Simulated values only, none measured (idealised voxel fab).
process module | voxel tone inversion
cross-section cut | 165 nm wide | cells 5 nm
A cross-section is a grid of square cells, given in bands from the top down. A band is one or more rows of cells.
Each band's line starts with the height of the band's top and of its bottom, in nm. Then come its materials from left to right, each with its width in nm. One material with "throughout" fills the band from edge to edge. "air" is empty space.
Height 0 is the level under which the wafer as received is all one material. The lowest band goes on downwards, as in "0 down".
A width such as "30 to 40" changes by the same amount from each row of cells to the next, from the band's top row to its bottom row.
"no change" after a step means that no cell of the cross-section changed.
closed voids: empty space of 8 cells or more with no open way to the top, each as width x height at its distance from the left edge, in nm
after a step's settings: what the simulator itself notes on the step
overlay nm, on a step with a mask: how far to the right of its planned place the mask lay; to the left if negative
plan
1 op RECEIVE | material Si
2 op CONFORMAL_DEP | material SiN | thk nm 5
3 op DIRECTIONAL_DEP | material polySi | thk nm 20
4 op PATTERN | tone cover | mask id POSTS | material resist | width nm 20 | pitch nm 35 | thk nm 25 | overlay nm 0
5 op DIRECTIONAL_ETCH | etch materials polySi | depth nm 20
6 op STRIP | etch materials resist
7 op FILL_DEP | material lowk | thk nm 10
8 op CMP | height nm 25
9 op STRIP | etch materials polySi
as received, after step 1
  0 down: Si throughout
  closed voids: none
first wafer at the end, as planned
  25 to 5: lowk 20 | air 20 | lowk 15 | air 20 | lowk 15 | air 20 | lowk 15 | air 20 | lowk 20
  5 to 0: SiN throughout
  0 down: Si throughout
  closed voids: none
second wafer at the end: like start, like plan, one mistake
  25 to 5: air 20 | lowk 20 | air 15 | lowk 20 | air 15 | lowk 20 | air 15 | lowk 20 | air 20
  5 to 0: SiN throughout
  0 down: Si throughout
  closed voids: none
what went wrong: step 4 ran as: op PATTERN | tone open | mask id POSTS | material resist | width nm 20 | pitch nm 35 | thk nm 25 | overlay nm 0
at the end the second wafer has, in cells: 4 fewer of lowk
